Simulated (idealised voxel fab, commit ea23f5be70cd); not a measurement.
Presented below is a process module, voxel fin reveal.
Each square cell in cross-section cut measures 5 nm, and the section as a whole is 165 nm wide.
If you're reading a cross-section in this doc, picture square cells in a grid; it comes to you as bands, top ones listed first down to the bottom, and a band can be one or more rows of cells. This entry defines a band. It first specifies the height of the band's top and the height of its bottom in nm, and then specifies the band's materials from left to right, stating each material with its width in nm. The word "throughout" identifies a single material that fills the band from edge to edge, while the word "air" identifies empty space. Basically, 0 is our baseline, since under it the wafer straight out of the box is all one material. The bottom band has no lower end and keeps on going down, so it looks like "0 down". Top row gets the first number, bottom row gets the second, and each row in between changes by the same step: that is how a band width like "30 to 40" works. Where a step carries "nothing got changed", the cross-section came out of it unchanged, cell for cell. "Unvented internal voids" lists enclosed empty spaces (at least 8 cells, no open path upward to the top), each as width x height at distance from the left edge, in nm. Formally, on a step line, whatever follows the settings is a remark that the simulator itself makes on the step. Each step line may optionally specify "overlay nm", which for a step with a mask gives the rightward distance between the mask's planned place and where it lay, a negative value indicating the leftward direction.

-- Planned process steps
- 1: RECEIVE, material Si
- 2: CONFORMAL_DEP, material SiN, thk nm 5
- 3: PATTERN, tone cover, mask id FINS, material resist, width nm 15, pitch nm 35, thk nm 20, overlay nm 0
- 4: DIRECTIONAL_ETCH, etch materials SiN, depth nm 5
- 5: DIRECTIONAL_ETCH, etch materials Si, depth nm 30
- 6: STRIP, etch materials resist
- 7: OXIDIZE, depth nm 5
- 8: FILL_DEP, material SiO2, thk nm 5
- 9: CMP, height nm 5
- 10: SELECTIVE_ETCH, etch materials SiO2, depth nm 20
- 11: STRIP, etch materials SiN
- 12: CONFORMAL_DEP, material HfO2, thk nm 5

-- as received, after step 1
    0 down  Si throughout
    Unvented internal voids: none

-- Cross-section, end of module. Start: as above. Plan: as above. Execution: one mistake
    5 to 0  20 air; 20 HfO2; 15 air; 20 HfO2; 15 air; 20 HfO2; 15 air; 20 HfO2; 20 air
    0 to -10  20 air; 5 HfO2; 10 Si; 5 HfO2; 15 air; 5 HfO2; 10 Si; 5 HfO2; 15 air; 5 HfO2; 10 Si; 5 HfO2; 15 air; 5 HfO2; 10 Si; 5 HfO2; 20 air
    -10 to -15  25 HfO2; 10 Si; 25 HfO2; 10 Si; 25 HfO2; 10 Si; 25 HfO2; 10 Si; 25 HfO2
    -15 to -35  25 SiO2; 10 Si; 25 SiO2; 10 Si; 25 SiO2; 10 Si; 25 SiO2; 10 Si; 25 SiO2
    -35 down  Si throughout
    Unvented internal voids: none
Nonconformance to the process plan: so step 3 ended up running with a different setting than we planned, it ran as PATTERN, tone cover, mask id FINS, material resist, width nm 20, pitch nm 35, thk nm 20, overlay nm 0
